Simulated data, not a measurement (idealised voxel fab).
process module | voxel gate over fins
cross-section cut | 145 nm wide | cells 5 nm
A cross-section is a grid of square cells, given in bands from the top down. A band is one or more rows of cells.
Each band's line starts with the height of the band's top and of its bottom, in nm. Then come its materials from left to right, each with its width in nm. One material with "throughout" fills the band from edge to edge. "air" is empty space.
Height 0 is the level under which the wafer as received is all one material. The lowest band goes on downwards, as in "0 down".
A width such as "30 to 40" changes by the same amount from each row of cells to the next, from the band's top row to its bottom row.
"no change" after a step means that no cell of the cross-section changed.
closed voids: empty space of 8 cells or more with no open way to the top, each as width x height at its distance from the left edge, in nm
after a step's settings: what the simulator itself notes on the step
overlay nm, on a step with a mask: how far to the right of its planned place the mask lay; to the left if negative
plan
1 op RECEIVE | material Si
2 op CONFORMAL_DEP | material SiN | thk nm 5
3 op PATTERN | tone cover | mask id FINS | material resist | width nm 15 | pitch nm 50 | thk nm 15 | overlay nm 0
4 op DIRECTIONAL_ETCH | etch materials SiN | depth nm 5
5 op DIRECTIONAL_ETCH | etch materials Si | depth nm 40
6 op STRIP | etch materials resist
7 op FILL_DEP | material SiO2 | thk nm 15
8 op CMP | height nm 5
9 op PATTERN | tone open | mask id RAIL | material resist | width nm 15 | thk nm 15 | overlay nm 0
10 op DIRECTIONAL_ETCH | etch materials SiO2 | depth nm 40
11 op STRIP | etch materials resist
12 op CONFORMAL_DEP | material TiN | thk nm 5
13 op FILL_DEP | material Ru | thk nm 5
14 op CMP | height nm 5
15 op SELECTIVE_ETCH | etch materials W Ru TiN | depth nm 20
16 op FILL_DEP | material SiO2 | thk nm 5
17 op CMP | height nm 5
18 op SELECTIVE_ETCH | etch materials SiO2 | depth nm 15
19 op STRIP | etch materials SiN
20 op CONFORMAL_DEP | material HfO2 | thk nm 5
21 op CONFORMAL_DEP | material TiN | thk nm 5
22 op CONFORMAL_DEP | material TiAl | thk nm 5
23 op CONFORMAL_DEP | material TiN | thk nm 5
24 op FILL_DEP | material W | thk nm 15
25 op CMP | height nm 30
26 op CONFORMAL_DEP | material SiN | thk nm 10
as received, after step 1
  0 down: Si throughout
  closed voids: none
first wafer at the end, as planned
  40 to 30: SiN throughout
  30 to 20: W throughout
  20 to 15: TiN throughout
  15 to 10: TiAl 45 | TiN 5 | TiAl 45 | TiN 5 | TiAl 45
  10 to 5: TiAl 5 | TiN 35 | TiAl 5 | TiN 5 | TiAl 5 | TiN 35 | TiAl 5 | TiN 5 | TiAl 5 | TiN 35 | TiAl 5
  5 to 0: TiAl 5 | TiN 5 | HfO2 25 | TiN 5 | TiAl 15 | TiN 5 | HfO2 25 | TiN 5 | TiAl 15 | TiN 5 | HfO2 25 | TiN 5 | TiAl 5
  0 to -5: TiN 10 | HfO2 5 | Si 15 | HfO2 5 | TiN 25 | HfO2 5 | Si 15 | HfO2 5 | TiN 25 | HfO2 5 | Si 15 | HfO2 5 | TiN 10
  -5 to -10: HfO2 15 | Si 15 | HfO2 35 | Si 15 | HfO2 35 | Si 15 | HfO2 15
  -10 to -15: SiO2 15 | Si 15 | SiO2 35 | Si 15 | SiO2 35 | Si 15 | SiO2 15
  -15 to -30: SiO2 15 | Si 15 | SiO2 10 | TiN 5 | Ru 5 | TiN 5 | SiO2 10 | Si 15 | SiO2 35 | Si 15 | SiO2 15
  -30 to -35: SiO2 15 | Si 15 | SiO2 10 | TiN 15 | SiO2 10 | Si 15 | SiO2 35 | Si 15 | SiO2 15
  -35 to -40: SiO2 15 | Si 15 | SiO2 35 | Si 15 | SiO2 35 | Si 15 | SiO2 15
  -40 down: Si throughout
  closed voids: none
second wafer at the end: like start, like plan, one mistake
  40 to 30: SiN throughout
  30 to 15: W throughout
  15 to 5: TiN 45 | W 5 | TiN 45 | W 5 | TiN 45
  5 to 0: TiN 10 | HfO2 25 | TiN 25 | HfO2 25 | TiN 25 | HfO2 25 | TiN 10
  0 to -5: TiN 10 | HfO2 5 | Si 15 | HfO2 5 | TiN 25 | HfO2 5 | Si 15 | HfO2 5 | TiN 25 | HfO2 5 | Si 15 | HfO2 5 | TiN 10
  -5 to -10: HfO2 15 | Si 15 | HfO2 35 | Si 15 | HfO2 35 | Si 15 | HfO2 15
  -10 to -15: SiO2 15 | Si 15 | SiO2 35 | Si 15 | SiO2 35 | Si 15 | SiO2 15
  -15 to -30: SiO2 15 | Si 15 | SiO2 10 | TiN 5 | Ru 5 | TiN 5 | SiO2 10 | Si 15 | SiO2 35 | Si 15 | SiO2 15
  -30 to -35: SiO2 15 | Si 15 | SiO2 10 | TiN 15 | SiO2 10 | Si 15 | SiO2 35 | Si 15 | SiO2 15
  -35 to -40: SiO2 15 | Si 15 | SiO2 35 | Si 15 | SiO2 35 | Si 15 | SiO2 15
  -40 down: Si throughout
  closed voids: none
what went wrong: step 22 was left out
at the end the second wafer has, in cells: 41 fewer of TiAl | 8 more of TiN | 33 more of W
